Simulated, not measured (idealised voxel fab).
A process module follows: voxel plated lines.
This is section cut - it's 300 nm across, gridded in 5 nm square cells.
A cross-section is written here as square cells arranged in a grid, and it is given in bands from the top down, each band taking up one or more rows of cells. Each band's line starts with the height of the band's top and of its bottom, in nm. Then come its materials from left to right, each with its width in nm. One material with "all across" fills the band from edge to edge. "blank" is empty space. Heights are measured from 0, the level below which the as-received wafer is all one material; the lowest band has no bottom and continues downward, written as in "top 0, no bottom". You'd read "30..40" like this: the band's top row of cells is as wide as the first number, its bottom row is as wide as the second, and going down, every row changes width by the same amount as the row before did. "no change" -> step changed no cross-section cell. In the "Sealed voids" entry, you get each enclosed empty space of 8 cells or more, one with no open way to the top, written width x height at distance, distance from the left edge, in nm. Read whatever lies past the settings on a step's line as the simulator's own remark about the step. If you see "overlay nm" on a step's line and that step has a mask, it's telling you how far right of where it was planned the mask ended up; a negative number means it went left instead.

# Listed below are the process steps as planned
1. op RECEIVE | material Si
2. op CONFORMAL_DEP | material Al2O3 | thk nm 10
3. op DIRECTIONAL_DEP | material TiN | thk nm 5
4. op PATTERN | tone open | mask id LINES | material resist | width nm 15 | pitch nm 45 | thk nm 35 | overlay nm 0
5. op EPI | material Ru | thk nm 10
6. op EPI | material Ru | thk nm 10
7. op EPI | material Ru | thk nm 10
8. op STRIP | etch materials resist
9. op DIRECTIONAL_ETCH | etch materials TiN | depth nm 5
10. op CONFORMAL_DEP | material SiN | thk nm 5

# Cross-section of the wafer as it came to us, i.e., already through step 1
* top 0, no bottom = Si all across
* Sealed voids: none

# Final cross-section, module run with one mistake (start and plan as above)
* top 50, bottom 45 = 90 of blank; 25 of TiN; 20 of blank; 25 of TiN; 20 of blank; 25 of TiN; 95 of blank
* top 45, bottom 15 = 90 of blank; 5 of TiN; 15 of Ru; 5 of TiN; 20 of blank; 5 of TiN; 15 of Ru; 5 of TiN; 20 of blank; 5 of TiN; 15 of Ru; 5 of TiN; 95 of blank
* top 15, bottom 10 = TiN all across
* top 10, bottom 0 = Al2O3 all across
* top 0, no bottom = Si all across
* Sealed voids: none
Want to know what went wrong? not per plan at step 10, really ran op CONFORMAL_DEP | material TiN | thk nm 5
